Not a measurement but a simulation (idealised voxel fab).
process module | voxel wiring stack
cross-section cut | 155 nm wide | cells 5 nm
A cross-section is a grid of square cells, given in bands from the top down. A band is one or more rows of cells.
Each band's line starts with the height of the band's top and of its bottom, in nm. Then come its materials from left to right, each with its width in nm. One material with "throughout" fills the band from edge to edge. "air" is empty space.
Height 0 is the level under which the wafer as received is all one material. The lowest band goes on downwards, as in "0 down".
A width such as "30 to 40" changes by the same amount from each row of cells to the next, from the band's top row to its bottom row.
"no change" after a step means that no cell of the cross-section changed.
closed voids: empty space of 8 cells or more with no open way to the top, each as width x height at its distance from the left edge, in nm
after a step's settings: what the simulator itself notes on the step
overlay nm, on a step with a mask: how far to the right of its planned place the mask lay; to the left if negative
Each pair below shows a cross-section before one step and the cross-section after it, down to the lowest band that changed. The line under each pair gives the step between them, with its settings. The pairs can come from different runs of this module on the same starting wafer, so a pair continues from the pair above only where its "before" says so.
before
  0 down: Si throughout
  closed voids: none
after
  15 to 0: SiO2 throughout
  below 0: unchanged
  closed voids: none
the step between: op CONFORMAL_DEP | material SiO2 | thk nm 15
before: the cross-section after the pair above
after
  20 to 15: TiN throughout
  below 15: unchanged
  closed voids: none
the step between: op DIRECTIONAL_DEP | material TiN | thk nm 5
before: the cross-section after the pair above
after
  40 to 20: W throughout
  below 20: unchanged
  closed voids: none
the step between: op DIRECTIONAL_DEP | material W | thk nm 20
before: the cross-section after the pair above
after
  60 to 40: air 40 | resist 20 | air 30 | resist 20 | air 45
  below 40: unchanged
  closed voids: none
the step between: op PATTERN | tone cover | mask id METAL_1 | material resist | width nm 20 | pitch nm 50 | thk nm 20 | overlay nm 0
before: the cross-section after the pair above
after
  60 to 40: air 40 | resist 20 | air 30 | resist 20 | air 45
  40 to 20: air 40 | W 20 | air 30 | W 20 | air 45
  below 20: unchanged
  closed voids: none
the step between: op DIRECTIONAL_ETCH | etch materials W | depth nm 20
before: the cross-section after the pair above
after
  60 to 40: air 40 | resist 20 | air 30 | resist 20 | air 45
  40 to 20: air 40 | W 20 | air 30 | W 20 | air 45
  20 to 15: air 40 | TiN 20 | air 30 | TiN 20 | air 45
  below 15: unchanged
  closed voids: none
the step between: op DIRECTIONAL_ETCH | etch materials TiN | depth nm 5
before: the cross-section after the pair above
after
  40 to 20: air 40 | W 20 | air 30 | W 20 | air 45
  below 20: unchanged
  closed voids: none
the step between: op STRIP | etch materials resist
before: the cross-section after the pair above
after
  45 to 40: air 35 | SiCN 30 | air 20 | SiCN 30 | air 40
  40 to 20: air 35 | SiCN 5 | W 20 | SiCN 5 | air 20 | SiCN 5 | W 20 | SiCN 5 | air 40
  20 to 15: SiCN 40 | TiN 20 | SiCN 30 | TiN 20 | SiCN 45
  below 15: unchanged
  closed voids: none
the step between: op CONFORMAL_DEP | material SiCN | thk nm 5
before: the cross-section after the pair above
after
  55 to 45: lowk throughout
  45 to 40: lowk 35 | SiCN 30 | lowk 20 | SiCN 30 | lowk 40
  40 to 20: lowk 35 | SiCN 5 | W 20 | SiCN 5 | lowk 20 | SiCN 5 | W 20 | SiCN 5 | lowk 40
  below 20: unchanged
  closed voids: none
the step between: op FILL_DEP | material lowk | thk nm 10
before: the cross-section after the pair above
after
  40 to 20: lowk 35 | SiCN 5 | W 20 | SiCN 5 | lowk 20 | SiCN 5 | W 20 | SiCN 5 | lowk 40
  below 20: unchanged
  closed voids: none
the step between: op CMP | height nm 40
before: the cross-section after the pair above
after
  45 to 40: SiCN throughout
  below 40: unchanged
  closed voids: none
the step between: op CONFORMAL_DEP | material SiCN | thk nm 5
before: the cross-section after the pair above
after
  80 to 45: SiO2 throughout
  below 45: unchanged
  closed voids: none
the step between: op DIRECTIONAL_DEP | material SiO2 | thk nm 35
before: the cross-section after the pair above
after
  90 to 80: aC throughout
  below 80: unchanged
  closed voids: none
the step between: op DIRECTIONAL_DEP | material aC | thk nm 10
before: the cross-section after the pair above
after
  115 to 90: resist 40 | air 20 | resist 30 | air 20 | resist 45
  below 90: unchanged
  closed voids: none
the step between: op PATTERN | tone open | mask id METAL_2 | material resist | width nm 20 | pitch nm 50 | thk nm 25 | overlay nm 0
before: the cross-section after the pair above
after
  105 to 90: resist 40 | air 20 | resist 30 | air 20 | resist 45
  90 to 80: aC 40 | air 20 | aC 30 | air 20 | aC 45
  below 80: unchanged
  closed voids: none
the step between: op DIRECTIONAL_ETCH | etch materials aC | depth nm 10
before: the cross-section after the pair above
after
  90 to 80: aC 40 | air 20 | aC 30 | air 20 | aC 45
  below 80: unchanged
  closed voids: none
the step between: op STRIP | etch materials resist
before: the cross-section after the pair above
after
  90 to 80: aC 40 | air 20 | aC 30 | air 20 | aC 45
  80 to 60: SiO2 40 | air 20 | SiO2 30 | air 20 | SiO2 45
  below 60: unchanged
  closed voids: none
the step between: op DIRECTIONAL_ETCH | etch materials SiO2 | depth nm 20
before: the cross-section after the pair above
after
  80 to 60: SiO2 40 | air 20 | SiO2 30 | air 20 | SiO2 45
  below 60: unchanged
  closed voids: none
the step between: op STRIP | etch materials aC
before: the cross-section after the pair above
after
  100 to 80: resist 40 | air 15 | resist 100
  80 to 60: SiO2 40 | air 15 | resist 5 | SiO2 30 | resist 20 | SiO2 45
  below 60: unchanged
  closed voids: none
the step between: op PATTERN | tone open | mask id METAL_2_HOLES | material resist | width nm 15 | thk nm 20 | overlay nm 0
before: the cross-section after the pair above
after
  100 to 80: resist 40 | air 15 | resist 100
  80 to 60: SiO2 40 | air 15 | resist 5 | SiO2 30 | resist 20 | SiO2 45
  60 to 45: SiO2 40 | air 15 | SiO2 100
  below 45: unchanged
  closed voids: none
the step between: op DIRECTIONAL_ETCH | etch materials SiO2 | depth nm 15
before: the cross-section after the pair above
after
  100 to 80: resist 40 | air 15 | resist 100
  80 to 60: SiO2 40 | air 15 | resist 5 | SiO2 30 | resist 20 | SiO2 45
  60 to 45: SiO2 40 | air 15 | SiO2 100
  45 to 40: SiCN 40 | air 15 | SiCN 100
  below 40: unchanged
  closed voids: none
the step between: op DIRECTIONAL_ETCH | etch materials SiCN | depth nm 5
before: the cross-section after the pair above
after
  80 to 60: SiO2 40 | air 20 | SiO2 30 | air 20 | SiO2 45
  below 60: unchanged
  closed voids: none
the step between: op STRIP | etch materials resist
before: the cross-section after the pair above
after
  85 to 80: TiN 45 | air 10 | TiN 40 | air 10 | TiN 50
  80 to 65: SiO2 40 | TiN 5 | air 10 | TiN 5 | SiO2 30 | TiN 5 | air 10 | TiN 5 | SiO2 45
  65 to 60: SiO2 40 | TiN 5 | air 5 | TiN 10 | SiO2 30 | TiN 20 | SiO2 45
  60 to 45: SiO2 40 | TiN 5 | air 5 | TiN 5 | SiO2 100
  45 to 40: SiCN 40 | TiN 15 | SiCN 100
  below 40: unchanged
  closed voids: none
the step between: op CONFORMAL_DEP | material TiN | thk nm 5
before: the cross-section after the pair above
after
  95 to 85: Cu throughout
  85 to 80: TiN 45 | Cu 10 | TiN 40 | Cu 10 | TiN 50
  80 to 65: SiO2 40 | TiN 5 | Cu 10 | TiN 5 | SiO2 30 | TiN 5 | Cu 10 | TiN 5 | SiO2 45
  65 to 60: SiO2 40 | TiN 5 | Cu 5 | TiN 10 | SiO2 30 | TiN 20 | SiO2 45
  60 to 45: SiO2 40 | TiN 5 | Cu 5 | TiN 5 | SiO2 100
  below 45: unchanged
  closed voids: none
the step between: op FILL_DEP | material Cu | thk nm 10
before: the cross-section after the pair above
after
  80 to 65: SiO2 40 | TiN 5 | Cu 10 | TiN 5 | SiO2 30 | TiN 5 | Cu 10 | TiN 5 | SiO2 45
  below 65: unchanged
  closed voids: none
the step between: op CMP | height nm 80
before: the cross-section after the pair above
after
  85 to 80: SiN throughout
  below 80: unchanged
  closed voids: none
the step between: op CONFORMAL_DEP | material SiN | thk nm 5
before
  15 to 0: SiO2 throughout
  0 down: Si throughout
  closed voids: none
after
  35 to 15: W throughout
  below 15: unchanged
  closed voids: none
the step between: op DIRECTIONAL_DEP | material W | thk nm 20
before: the cross-section after the pair above
after
  55 to 35: air 40 | resist 20 | air 30 | resist 20 | air 45
  below 35: unchanged
  closed voids: none
the step between: op PATTERN | tone cover | mask id METAL_1 | material resist | width nm 20 | pitch nm 50 | thk nm 20 | overlay nm 0
before: the cross-section after the pair above
after
  55 to 35: air 40 | resist 20 | air 30 | resist 20 | air 45
  35 to 15: air 40 | W 20 | air 30 | W 20 | air 45
  below 15: unchanged
  closed voids: none
the step between: op DIRECTIONAL_ETCH | etch materials W | depth nm 20
before: the cross-section after the pair above
after
  35 to 15: air 40 | W 20 | air 30 | W 20 | air 45
  below 15: unchanged
  closed voids: none
the step between: op STRIP | etch materials resist
before: the cross-section after the pair above
after
  40 to 35: air 35 | SiCN 30 | air 20 | SiCN 30 | air 40
  35 to 20: air 35 | SiCN 5 | W 20 | SiCN 5 | air 20 | SiCN 5 | W 20 | SiCN 5 | air 40
  20 to 15: SiCN 40 | W 20 | SiCN 30 | W 20 | SiCN 45
  below 15: unchanged
  closed voids: none
the step between: op CONFORMAL_DEP | material SiCN | thk nm 5
before: the cross-section after the pair above
after
  50 to 40: lowk throughout
  40 to 35: lowk 35 | SiCN 30 | lowk 20 | SiCN 30 | lowk 40
  35 to 20: lowk 35 | SiCN 5 | W 20 | SiCN 5 | lowk 20 | SiCN 5 | W 20 | SiCN 5 | lowk 40
  below 20: unchanged
  closed voids: none
the step between: op FILL_DEP | material lowk | thk nm 10
before: the cross-section after the pair above
after
  40 to 35: lowk 35 | SiCN 30 | lowk 20 | SiCN 30 | lowk 40
  below 35: unchanged
  closed voids: none
the step between: op CMP | height nm 40
before: the cross-section after the pair above
after
  45 to 40: SiCN throughout
  below 40: unchanged
  closed voids: none
the step between: op CONFORMAL_DEP | material SiCN | thk nm 5
before: the cross-section after the pair above
after
  80 to 45: SiO2 throughout
  below 45: unchanged
  closed voids: none
the step between: op DIRECTIONAL_DEP | material SiO2 | thk nm 35
before: the cross-section after the pair above
after
  90 to 80: aC throughout
  below 80: unchanged
  closed voids: none
the step between: op DIRECTIONAL_DEP | material aC | thk nm 10
before: the cross-section after the pair above
after
  115 to 90: resist 40 | air 20 | resist 30 | air 20 | resist 45
  below 90: unchanged
  closed voids: none
the step between: op PATTERN | tone open | mask id METAL_2 | material resist | width nm 20 | pitch nm 50 | thk nm 25 | overlay nm 0
before: the cross-section after the pair above
after
  105 to 90: resist 40 | air 20 | resist 30 | air 20 | resist 45
  90 to 80: aC 40 | air 20 | aC 30 | air 20 | aC 45
  below 80: unchanged
  closed voids: none
the step between: op DIRECTIONAL_ETCH | etch materials aC | depth nm 10
before: the cross-section after the pair above
after
  90 to 80: aC 40 | air 20 | aC 30 | air 20 | aC 45
  below 80: unchanged
  closed voids: none
the step between: op STRIP | etch materials resist
before: the cross-section after the pair above
after
  90 to 80: aC 40 | air 20 | aC 30 | air 20 | aC 45
  80 to 60: SiO2 40 | air 20 | SiO2 30 | air 20 | SiO2 45
  below 60: unchanged
  closed voids: none
the step between: op DIRECTIONAL_ETCH | etch materials SiO2 | depth nm 20
before: the cross-section after the pair above
after
  80 to 60: SiO2 40 | air 20 | SiO2 30 | air 20 | SiO2 45
  below 60: unchanged
  closed voids: none
the step between: op STRIP | etch materials aC
before: the cross-section after the pair above
after
  100 to 80: resist 40 | air 15 | resist 100
  80 to 60: SiO2 40 | air 15 | resist 5 | SiO2 30 | resist 20 | SiO2 45
  below 60: unchanged
  closed voids: none
the step between: op PATTERN | tone open | mask id METAL_2_HOLES | material resist | width nm 15 | thk nm 20 | overlay nm 0
before: the cross-section after the pair above
after
  100 to 80: resist 40 | air 15 | resist 100
  80 to 60: SiO2 40 | air 15 | resist 5 | SiO2 30 | resist 20 | SiO2 45
  60 to 45: SiO2 40 | air 15 | SiO2 100
  below 45: unchanged
  closed voids: none
the step between: op DIRECTIONAL_ETCH | etch materials SiO2 | depth nm 15
before: the cross-section after the pair above
after
  100 to 80: resist 40 | air 15 | resist 100
  80 to 60: SiO2 40 | air 15 | resist 5 | SiO2 30 | resist 20 | SiO2 45
  60 to 45: SiO2 40 | air 15 | SiO2 100
  45 to 40: SiCN 40 | air 15 | SiCN 100
  below 40: unchanged
  closed voids: none
the step between: op DIRECTIONAL_ETCH | etch materials SiCN | depth nm 5
before: the cross-section after the pair above
after
  80 to 60: SiO2 40 | air 20 | SiO2 30 | air 20 | SiO2 45
  below 60: unchanged
  closed voids: none
the step between: op STRIP | etch materials resist
before: the cross-section after the pair above
after
  85 to 80: TiN 45 | air 10 | TiN 40 | air 10 | TiN 50
  80 to 65: SiO2 40 | TiN 5 | air 10 | TiN 5 | SiO2 30 | TiN 5 | air 10 | TiN 5 | SiO2 45
  65 to 60: SiO2 40 | TiN 5 | air 5 | TiN 10 | SiO2 30 | TiN 20 | SiO2 45
  60 to 45: SiO2 40 | TiN 5 | air 5 | TiN 5 | SiO2 100
  45 to 40: SiCN 40 | TiN 15 | SiCN 100
  below 40: unchanged
  closed voids: none
the step between: op CONFORMAL_DEP | material TiN | thk nm 5
before: the cross-section after the pair above
after
  95 to 85: Cu throughout
  85 to 80: TiN 45 | Cu 10 | TiN 40 | Cu 10 | TiN 50
  80 to 65: SiO2 40 | TiN 5 | Cu 10 | TiN 5 | SiO2 30 | TiN 5 | Cu 10 | TiN 5 | SiO2 45
  65 to 60: SiO2 40 | TiN 5 | Cu 5 | TiN 10 | SiO2 30 | TiN 20 | SiO2 45
  60 to 45: SiO2 40 | TiN 5 | Cu 5 | TiN 5 | SiO2 100
  below 45: unchanged
  closed voids: none
the step between: op FILL_DEP | material Cu | thk nm 10
before: the cross-section after the pair above
after
  80 to 65: SiO2 40 | TiN 5 | Cu 10 | TiN 5 | SiO2 30 | TiN 5 | Cu 10 | TiN 5 | SiO2 45
  below 65: unchanged
  closed voids: none
the step between: op CMP | height nm 80
before: the cross-section after the pair above
after
  85 to 80: SiN throughout
  below 80: unchanged
  closed voids: none
the step between: op CONFORMAL_DEP | material SiN | thk nm 5
before
  90 to 80: aC 40 | air 20 | aC 30 | air 20 | aC 45
  80 to 60: SiO2 40 | air 20 | SiO2 30 | air 20 | SiO2 45
  60 to 45: SiO2 throughout
  45 to 40: SiCN throughout
  40 to 20: lowk 35 | SiCN 5 | W 20 | SiCN 5 | lowk 20 | SiCN 5 | W 20 | SiCN 5 | lowk 40
  20 to 15: SiCN 40 | TiN 20 | SiCN 30 | TiN 20 | SiCN 45
  15 to 0: SiO2 throughout
  0 down: Si throughout
  closed voids: none
after
  90 to 80: aC 40 | air 20 | aC 30 | air 20 | aC 45
  80 to 45: SiO2 40 | air 20 | SiO2 30 | air 20 | SiO2 45
  below 45: unchanged
  closed voids: none
the step between: op DIRECTIONAL_ETCH | etch materials SiO2 | depth nm 20
before: the cross-section after the pair above
after
  80 to 45: SiO2 40 | air 20 | SiO2 30 | air 20 | SiO2 45
  below 45: unchanged
  closed voids: none
the step between: op STRIP | etch materials aC
before: the cross-section after the pair above
after
  100 to 80: resist 40 | air 15 | resist 100
  80 to 45: SiO2 40 | air 15 | resist 5 | SiO2 30 | resist 20 | SiO2 45
  below 45: unchanged
  closed voids: none
the step between: op PATTERN | tone open | mask id METAL_2_HOLES | material resist | width nm 15 | thk nm 20 | overlay nm 0
before: the cross-section after the pair above
after
  100 to 80: resist 40 | air 15 | resist 100
  80 to 45: SiO2 40 | air 15 | resist 5 | SiO2 30 | resist 20 | SiO2 45
  45 to 40: SiCN 40 | air 15 | SiCN 100
  below 40: unchanged
  closed voids: none
the step between: op DIRECTIONAL_ETCH | etch materials SiCN | depth nm 5
before: the cross-section after the pair above
after
  80 to 45: SiO2 40 | air 20 | SiO2 30 | air 20 | SiO2 45
  below 45: unchanged
  closed voids: none
the step between: op STRIP | etch materials resist
before: the cross-section after the pair above
after
  85 to 80: TiN 45 | air 10 | TiN 40 | air 10 | TiN 50
  80 to 50: SiO2 40 | TiN 5 | air 10 | TiN 5 | SiO2 30 | TiN 5 | air 10 | TiN 5 | SiO2 45
  50 to 45: SiO2 40 | TiN 5 | air 5 | TiN 10 | SiO2 30 | TiN 20 | SiO2 45
  45 to 40: SiCN 40 | TiN 15 | SiCN 100
  below 40: unchanged
  closed voids: none
the step between: op CONFORMAL_DEP | material TiN | thk nm 5
before: the cross-section after the pair above
after
  95 to 85: Cu throughout
  85 to 80: TiN 45 | Cu 10 | TiN 40 | Cu 10 | TiN 50
  80 to 50: SiO2 40 | TiN 5 | Cu 10 | TiN 5 | SiO2 30 | TiN 5 | Cu 10 | TiN 5 | SiO2 45
  50 to 45: SiO2 40 | TiN 5 | Cu 5 | TiN 10 | SiO2 30 | TiN 20 | SiO2 45
  below 45: unchanged
  closed voids: none
the step between: op FILL_DEP | material Cu | thk nm 10
before: the cross-section after the pair above
after
  80 to 50: SiO2 40 | TiN 5 | Cu 10 | TiN 5 | SiO2 30 | TiN 5 | Cu 10 | TiN 5 | SiO2 45
  below 50: unchanged
  closed voids: none
the step between: op CMP | height nm 80
before: the cross-section after the pair above
after
  85 to 80: SiN throughout
  below 80: unchanged
  closed voids: none
the step between: op CONFORMAL_DEP | material SiN | thk nm 5
before
  45 to 40: SiCN throughout
  40 to 20: lowk 35 | SiCN 5 | W 20 | SiCN 5 | lowk 20 | SiCN 5 | W 20 | SiCN 5 | lowk 40
  20 to 15: SiCN 40 | TiN 20 | SiCN 30 | TiN 20 | SiCN 45
  15 to 0: SiO2 throughout
  0 down: Si throughout
  closed voids: none
after
  55 to 45: aC throughout
  below 45: unchanged
  closed voids: none
the step between: op DIRECTIONAL_DEP | material aC | thk nm 10
before: the cross-section after the pair above
after
  90 to 55: SiO2 throughout
  below 55: unchanged
  closed voids: none
the step between: op DIRECTIONAL_DEP | material SiO2 | thk nm 35
before: the cross-section after the pair above
after
  115 to 90: resist 40 | air 20 | resist 30 | air 20 | resist 45
  below 90: unchanged
  closed voids: none
the step between: op PATTERN | tone open | mask id METAL_2 | material resist | width nm 20 | pitch nm 50 | thk nm 25 | overlay nm 0
before: the cross-section after the pair above
after
  105 to 90: resist 40 | air 20 | resist 30 | air 20 | resist 45
  below 90: unchanged
  closed voids: none
the step between: op DIRECTIONAL_ETCH | etch materials aC | depth nm 10
before: the cross-section after the pair above
after
  90 to 55: SiO2 throughout
  below 55: unchanged
  closed voids: none
the step between: op STRIP | etch materials resist
before: the cross-section after the pair above
after
  70 to 55: SiO2 throughout
  below 55: unchanged
  closed voids: none
the step between: op DIRECTIONAL_ETCH | etch materials SiO2 | depth nm 20
before: the cross-section after the pair above
after
  90 to 70: resist 40 | air 15 | resist 100
  below 70: unchanged
  closed voids: none
the step between: op PATTERN | tone open | mask id METAL_2_HOLES | material resist | width nm 15 | thk nm 20 | overlay nm 0
before: the cross-section after the pair above
after
  90 to 70: resist 40 | air 15 | resist 100
  70 to 55: SiO2 40 | air 15 | SiO2 100
  below 55: unchanged
  closed voids: none
the step between: op DIRECTIONAL_ETCH | etch materials SiO2 | depth nm 15
before: the cross-section after the pair above
after
  70 to 55: SiO2 40 | air 15 | SiO2 100
  below 55: unchanged
  closed voids: none
the step between: op STRIP | etch materials resist
before: the cross-section after the pair above
after
  75 to 70: TiN 45 | air 5 | TiN 105
  70 to 60: SiO2 40 | TiN 5 | air 5 | TiN 5 | SiO2 100
  60 to 55: SiO2 40 | TiN 15 | SiO2 100
  below 55: unchanged
  closed voids: none
the step between: op CONFORMAL_DEP | material TiN | thk nm 5
before: the cross-section after the pair above
after
  85 to 75: Cu throughout
  75 to 70: TiN 45 | Cu 5 | TiN 105
  70 to 60: SiO2 40 | TiN 5 | Cu 5 | TiN 5 | SiO2 100
  below 60: unchanged
  closed voids: none
the step between: op FILL_DEP | material Cu | thk nm 10
before: the cross-section after the pair above
after
  80 to 75: Cu throughout
  below 75: unchanged
  closed voids: none
the step between: op CMP | height nm 80
before: the cross-section after the pair above
after
  85 to 80: SiN throughout
  below 80: unchanged
  closed voids: none
the step between: op CONFORMAL_DEP | material SiN | thk nm 5
before
  90 to 80: aC 40 | air 20 | aC 30 | air 20 | aC 45
  80 to 45: SiO2 throughout
  45 to 40: SiCN throughout
  40 to 20: lowk 35 | SiCN 5 | W 20 | SiCN 5 | lowk 20 | SiCN 5 | W 20 | SiCN 5 | lowk 40
  20 to 15: SiCN 40 | TiN 20 | SiCN 30 | TiN 20 | SiCN 45
  15 to 0: SiO2 throughout
  0 down: Si throughout
  closed voids: none
after
  90 to 80: aC 40 | air 20 | aC 30 | air 20 | aC 45
  80 to 50: SiO2 40 | air 20 | SiO2 30 | air 20 | SiO2 45
  below 50: unchanged
  closed voids: none
the step between: op DIRECTIONAL_ETCH | etch materials SiO2 | depth nm 30
before: the cross-section after the pair above
after
  80 to 50: SiO2 40 | air 20 | SiO2 30 | air 20 | SiO2 45
  below 50: unchanged
  closed voids: none
the step between: op STRIP | etch materials aC
before: the cross-section after the pair above
after
  100 to 80: resist 40 | air 15 | resist 100
  80 to 50: SiO2 40 | air 15 | resist 5 | SiO2 30 | resist 20 | SiO2 45
  below 50: unchanged
  closed voids: none
the step between: op PATTERN | tone open | mask id METAL_2_HOLES | material resist | width nm 15 | thk nm 20 | overlay nm 0
before: the cross-section after the pair above
after
  100 to 80: resist 40 | air 15 | resist 100
  80 to 50: SiO2 40 | air 15 | resist 5 | SiO2 30 | resist 20 | SiO2 45
  50 to 45: SiO2 40 | air 15 | SiO2 100
  below 45: unchanged
  closed voids: none
the step between: op DIRECTIONAL_ETCH | etch materials SiO2 | depth nm 15
before: the cross-section after the pair above
after
  100 to 80: resist 40 | air 15 | resist 100
  80 to 50: SiO2 40 | air 15 | resist 5 | SiO2 30 | resist 20 | SiO2 45
  50 to 45: SiO2 40 | air 15 | SiO2 100
  45 to 40: SiCN 40 | air 15 | SiCN 100
  below 40: unchanged
  closed voids: none
the step between: op DIRECTIONAL_ETCH | etch materials SiCN | depth nm 5
before: the cross-section after the pair above
after
  80 to 50: SiO2 40 | air 20 | SiO2 30 | air 20 | SiO2 45
  below 50: unchanged
  closed voids: none
the step between: op STRIP | etch materials resist
before: the cross-section after the pair above
after
  85 to 80: TiN 45 | air 10 | TiN 40 | air 10 | TiN 50
  80 to 55: SiO2 40 | TiN 5 | air 10 | TiN 5 | SiO2 30 | TiN 5 | air 10 | TiN 5 | SiO2 45
  55 to 50: SiO2 40 | TiN 5 | air 5 | TiN 10 | SiO2 30 | TiN 20 | SiO2 45
  50 to 45: SiO2 40 | TiN 5 | air 5 | TiN 5 | SiO2 100
  45 to 40: SiCN 40 | TiN 15 | SiCN 100
  below 40: unchanged
  closed voids: none
the step between: op CONFORMAL_DEP | material TiN | thk nm 5
before: the cross-section after the pair above
after
  95 to 85: Cu throughout
  85 to 80: TiN 45 | Cu 10 | TiN 40 | Cu 10 | TiN 50
  80 to 55: SiO2 40 | TiN 5 | Cu 10 | TiN 5 | SiO2 30 | TiN 5 | Cu 10 | TiN 5 | SiO2 45
  55 to 50: SiO2 40 | TiN 5 | Cu 5 | TiN 10 | SiO2 30 | TiN 20 | SiO2 45
  50 to 45: SiO2 40 | TiN 5 | Cu 5 | TiN 5 | SiO2 100
  below 45: unchanged
  closed voids: none
the step between: op FILL_DEP | material Cu | thk nm 10
before: the cross-section after the pair above
after
  80 to 55: SiO2 40 | TiN 5 | Cu 10 | TiN 5 | SiO2 30 | TiN 5 | Cu 10 | TiN 5 | SiO2 45
  below 55: unchanged
  closed voids: none
the step between: op CMP | height nm 80
before: the cross-section after the pair above
after
  85 to 80: SiN throughout
  below 80: unchanged
  closed voids: none
the step between: op CONFORMAL_DEP | material SiN | thk nm 5
before
  40 to 20: W throughout
  20 to 15: TiN throughout
  15 to 0: SiO2 throughout
  0 down: Si throughout
  closed voids: none
after
  60 to 40: air 45 | resist 15 | air 35 | resist 15 | air 45
  below 40: unchanged
  closed voids: none
the step between: op PATTERN | tone cover | mask id METAL_1 | material resist | width nm 15 | pitch nm 50 | thk nm 20 | overlay nm 0
before: the cross-section after the pair above
after
  60 to 40: air 45 | resist 15 | air 35 | resist 15 | air 45
  40 to 20: air 45 | W 15 | air 35 | W 15 | air 45
  below 20: unchanged
  closed voids: none
the step between: op DIRECTIONAL_ETCH | etch materials W | depth nm 20
before: the cross-section after the pair above
after
  60 to 40: air 45 | resist 15 | air 35 | resist 15 | air 45
  40 to 20: air 45 | W 15 | air 35 | W 15 | air 45
  20 to 15: air 45 | TiN 15 | air 35 | TiN 15 | air 45
  below 15: unchanged
  closed voids: none
the step between: op DIRECTIONAL_ETCH | etch materials TiN | depth nm 5
before: the cross-section after the pair above
after
  40 to 20: air 45 | W 15 | air 35 | W 15 | air 45
  below 20: unchanged
  closed voids: none
the step between: op STRIP | etch materials resist
before: the cross-section after the pair above
after
  45 to 40: air 40 | SiCN 25 | air 25 | SiCN 25 | air 40
  40 to 20: air 40 | SiCN 5 | W 15 | SiCN 5 | air 25 | SiCN 5 | W 15 | SiCN 5 | air 40
  20 to 15: SiCN 45 | TiN 15 | SiCN 35 | TiN 15 | SiCN 45
  below 15: unchanged
  closed voids: none
the step between: op CONFORMAL_DEP | material SiCN | thk nm 5
before: the cross-section after the pair above
after
  55 to 45: lowk throughout
  45 to 40: lowk 40 | SiCN 25 | lowk 25 | SiCN 25 | lowk 40
  40 to 20: lowk 40 | SiCN 5 | W 15 | SiCN 5 | lowk 25 | SiCN 5 | W 15 | SiCN 5 | lowk 40
  below 20: unchanged
  closed voids: none
the step between: op FILL_DEP | material lowk | thk nm 10
before: the cross-section after the pair above
after
  40 to 20: lowk 40 | SiCN 5 | W 15 | SiCN 5 | lowk 25 | SiCN 5 | W 15 | SiCN 5 | lowk 40
  below 20: unchanged
  closed voids: none
the step between: op CMP | height nm 40
before: the cross-section after the pair above
after
  45 to 40: SiCN throughout
  below 40: unchanged
  closed voids: none
the step between: op CONFORMAL_DEP | material SiCN | thk nm 5
before: the cross-section after the pair above
after
  80 to 45: SiO2 throughout
  below 45: unchanged
  closed voids: none
the step between: op DIRECTIONAL_DEP | material SiO2 | thk nm 35
before: the cross-section after the pair above
after
  90 to 80: aC throughout
  below 80: unchanged
  closed voids: none
the step between: op DIRECTIONAL_DEP | material aC | thk nm 10
before: the cross-section after the pair above
after
  115 to 90: resist 40 | air 20 | resist 30 | air 20 | resist 45
  below 90: unchanged
  closed voids: none
the step between: op PATTERN | tone open | mask id METAL_2 | material resist | width nm 20 | pitch nm 50 | thk nm 25 | overlay nm 0
before: the cross-section after the pair above
after
  105 to 90: resist 40 | air 20 | resist 30 | air 20 | resist 45
  90 to 80: aC 40 | air 20 | aC 30 | air 20 | aC 45
  below 80: unchanged
  closed voids: none
the step between: op DIRECTIONAL_ETCH | etch materials aC | depth nm 10
before: the cross-section after the pair above
after
  90 to 80: aC 40 | air 20 | aC 30 | air 20 | aC 45
  below 80: unchanged
  closed voids: none
the step between: op STRIP | etch materials resist
before: the cross-section after the pair above
after
  90 to 80: aC 40 | air 20 | aC 30 | air 20 | aC 45
  80 to 60: SiO2 40 | air 20 | SiO2 30 | air 20 | SiO2 45
  below 60: unchanged
  closed voids: none
the step between: op DIRECTIONAL_ETCH | etch materials SiO2 | depth nm 20
before: the cross-section after the pair above
after
  80 to 60: SiO2 40 | air 20 | SiO2 30 | air 20 | SiO2 45
  below 60: unchanged
  closed voids: none
the step between: op STRIP | etch materials aC
before: the cross-section after the pair above
after
  100 to 80: resist 40 | air 15 | resist 100
  80 to 60: SiO2 40 | air 15 | resist 5 | SiO2 30 | resist 20 | SiO2 45
  below 60: unchanged
  closed voids: none
the step between: op PATTERN | tone open | mask id METAL_2_HOLES | material resist | width nm 15 | thk nm 20 | overlay nm 0
before: the cross-section after the pair above
after
  100 to 80: resist 40 | air 15 | resist 100
  80 to 60: SiO2 40 | air 15 | resist 5 | SiO2 30 | resist 20 | SiO2 45
  60 to 45: SiO2 40 | air 15 | SiO2 100
  below 45: unchanged
  closed voids: none
the step between: op DIRECTIONAL_ETCH | etch materials SiO2 | depth nm 15
before: the cross-section after the pair above
after
  100 to 80: resist 40 | air 15 | resist 100
  80 to 60: SiO2 40 | air 15 | resist 5 | SiO2 30 | resist 20 | SiO2 45
  60 to 45: SiO2 40 | air 15 | SiO2 100
  45 to 40: SiCN 40 | air 15 | SiCN 100
  below 40: unchanged
  closed voids: none
the step between: op DIRECTIONAL_ETCH | etch materials SiCN | depth nm 5
before: the cross-section after the pair above
after
  80 to 60: SiO2 40 | air 20 | SiO2 30 | air 20 | SiO2 45
  below 60: unchanged
  closed voids: none
the step between: op STRIP | etch materials resist
before: the cross-section after the pair above
after
  85 to 80: TiN 45 | air 10 | TiN 40 | air 10 | TiN 50
  80 to 65: SiO2 40 | TiN 5 | air 10 | TiN 5 | SiO2 30 | TiN 5 | air 10 | TiN 5 | SiO2 45
  65 to 60: SiO2 40 | TiN 5 | air 5 | TiN 10 | SiO2 30 | TiN 20 | SiO2 45
  60 to 45: SiO2 40 | TiN 5 | air 5 | TiN 5 | SiO2 100
  45 to 40: SiCN 40 | TiN 15 | SiCN 100
  below 40: unchanged
  closed voids: none
the step between: op CONFORMAL_DEP | material TiN | thk nm 5
before: the cross-section after the pair above
after
  95 to 85: Cu throughout
  85 to 80: TiN 45 | Cu 10 | TiN 40 | Cu 10 | TiN 50
  80 to 65: SiO2 40 | TiN 5 | Cu 10 | TiN 5 | SiO2 30 | TiN 5 | Cu 10 | TiN 5 | SiO2 45
  65 to 60: SiO2 40 | TiN 5 | Cu 5 | TiN 10 | SiO2 30 | TiN 20 | SiO2 45
  60 to 45: SiO2 40 | TiN 5 | Cu 5 | TiN 5 | SiO2 100
  below 45: unchanged
  closed voids: none
the step between: op FILL_DEP | material Cu | thk nm 10
before: the cross-section after the pair above
after
  80 to 65: SiO2 40 | TiN 5 | Cu 10 | TiN 5 | SiO2 30 | TiN 5 | Cu 10 | TiN 5 | SiO2 45
  below 65: unchanged
  closed voids: none
the step between: op CMP | height nm 80
before: the cross-section after the pair above
after
  85 to 80: SiN throughout
  below 80: unchanged
  closed voids: none
the step between: op CONFORMAL_DEP | material SiN | thk nm 5
